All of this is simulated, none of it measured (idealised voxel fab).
voxel plated lines: a process module
Cross-sectional view cut (width: 240 nm; square cell size: 5 nm).
When this document writes out a cross-section, it uses a grid of square cells and lists it as bands, beginning at the top and moving down, with a band standing for one or more rows of cells. The band entry comprises the height of the band's top followed by the height of its bottom, expressed in nm, and subsequently the band's materials from left to right, each stated together with its width in nm. Where a single material is marked with the word "throughout", that material fills the band from edge to edge. The word "empty" represents empty space. Convention: height 0 is the level below which the wafer, as received, is all one material. The lowest band does not terminate at the bottom but continues downward, represented as "0 and below". A two-number width, for instance "30->40", indicates that the width is equal to the first number in the top row of the band and to the second number in the bottom row, and that it changes by a constant amount per row of cells. Given "remained the same" for a step, no cell of the cross-section differs between before and after that step. If an empty space has no open way to the top and is at least 8 cells in size, "Enclosed voids" lists it, written width x height at distance, where distance is measured from the left edge and every value is in nm. Past the settings on a step's line: simulator remark, on that step. overlay nm: how far to the right of its planned place the mask lay on this masked step (negative: to the left).
## The process steps that were planned are listed below
| 1 | RECEIVE,material Si |
| 2 | CONFORMAL_DEP,material SiO2,thk nm 5 |
| 3 | DIRECTIONAL_DEP,material TiN,thk nm 5 |
| 4 | PATTERN,tone open,mask id LINES,material resist,width nm 20,pitch nm 50,thk nm 15,overlay nm 0 |
| 5 | EPI,material Ru,thk nm 5 |
| 6 | STRIP,etch materials resist |
| 7 | DIRECTIONAL_ETCH,etch materials TiN,depth nm 5 |
| 8 | CONFORMAL_DEP,material SiN,thk nm 5 |
## First wafer, two in total, run as planned
## Cross-section, incoming material, after step 1
> 0 and below  Si throughout
> Enclosed voids: none
## So this is the wafer cross-section right after step 2
> 5 down to 0  SiO2 throughout
> Anything lower than 0 is untouched.
## So this is the wafer cross-section right after step 3
> 10 down to 5  TiN throughout
> Anything lower than 5 is untouched.
## So this is the wafer cross-section right after step 4
> 25 down to 10  resist=35 / empty=20 / resist=30 / empty=20 / resist=30 / empty=20 / resist=30 / empty=20 / resist=35
> Anything lower than 10 is untouched.
## So this is the wafer cross-section right after step 5
> 25 down to 15  resist=35 / empty=20 / resist=30 / empty=20 / resist=30 / empty=20 / resist=30 / empty=20 / resist=35
> 15 down to 10  resist=35 / Ru=20 / resist=30 / Ru=20 / resist=30 / Ru=20 / resist=30 / Ru=20 / resist=35
> Anything lower than 10 is untouched.
## So this is the wafer cross-section right after step 6
> 15 down to 10  empty=35 / Ru=20 / empty=30 / Ru=20 / empty=30 / Ru=20 / empty=30 / Ru=20 / empty=35
> Anything lower than 10 is untouched.
## So this is the wafer cross-section right after step 7
> 15 down to 10  empty=35 / Ru=20 / empty=30 / Ru=20 / empty=30 / Ru=20 / empty=30 / Ru=20 / empty=35
> 10 down to 5  empty=35 / TiN=20 / empty=30 / TiN=20 / empty=30 / TiN=20 / empty=30 / TiN=20 / empty=35
> Anything lower than 5 is untouched.
## So this is the wafer cross-section right after step 8
> 20 down to 15  empty=30 / SiN=30 / empty=20 / SiN=30 / empty=20 / SiN=30 / empty=20 / SiN=30 / empty=30
> 15 down to 10  empty=30 / SiN=5 / Ru=20 / SiN=5 / empty=20 / SiN=5 / Ru=20 / SiN=5 / empty=20 / SiN=5 / Ru=20 / SiN=5 / empty=20 / SiN=5 / Ru=20 / SiN=5 / empty=30
> 10 down to 5  SiN=35 / TiN=20 / SiN=30 / TiN=20 / SiN=30 / TiN=20 / SiN=30 / TiN=20 / SiN=35
> Anything lower than 5 is untouched.
## Second wafer - shared start and plan with the first - one error in running - same as the first up to step 1 inclusive
At the planned end of step 2, the second wafer in cross-section: remained the same
## At the planned end of step 3, the second wafer in cross-section
> 5 down to 0  TiN throughout
> Anything lower than 0 is untouched.
## At the planned end of step 4, the second wafer in cross-section
> 20 down to 5  resist=35 / empty=20 / resist=30 / empty=20 / resist=30 / empty=20 / resist=30 / empty=20 / resist=35
> Anything lower than 5 is untouched.
## At the planned end of step 5, the second wafer in cross-section
> 20 down to 10  resist=35 / empty=20 / resist=30 / empty=20 / resist=30 / empty=20 / resist=30 / empty=20 / resist=35
> 10 down to 5  resist=35 / Ru=20 / resist=30 / Ru=20 / resist=30 / Ru=20 / resist=30 / Ru=20 / resist=35
> Anything lower than 5 is untouched.
## At the planned end of step 6, the second wafer in cross-section
> 10 down to 5  empty=35 / Ru=20 / empty=30 / Ru=20 / empty=30 / Ru=20 / empty=30 / Ru=20 / empty=35
> Anything lower than 5 is untouched.
## At the planned end of step 7, the second wafer in cross-section
> 10 down to 5  empty=35 / Ru=20 / empty=30 / Ru=20 / empty=30 / Ru=20 / empty=30 / Ru=20 / empty=35
> 5 down to 0  empty=35 / TiN=20 / empty=30 / TiN=20 / empty=30 / TiN=20 / empty=30 / TiN=20 / empty=35
> Anything lower than 0 is untouched.
## At the planned end of step 8, the second wafer in cross-section
> 15 down to 10  empty=30 / SiN=30 / empty=20 / SiN=30 / empty=20 / SiN=30 / empty=20 / SiN=30 / empty=30
> 10 down to 5  empty=30 / SiN=5 / Ru=20 / SiN=5 / empty=20 / SiN=5 / Ru=20 / SiN=5 / empty=20 / SiN=5 / Ru=20 / SiN=5 / empty=20 / SiN=5 / Ru=20 / SiN=5 / empty=30
> 5 down to 0  SiN=35 / TiN=20 / SiN=30 / TiN=20 / SiN=30 / TiN=20 / SiN=30 / TiN=20 / SiN=35
> Anything lower than 0 is untouched.
Run error: the plan's step 2 was left out and never carried out
The second wafer ends with more or fewer cells of some materials than the first, per final count: -48 SiO2
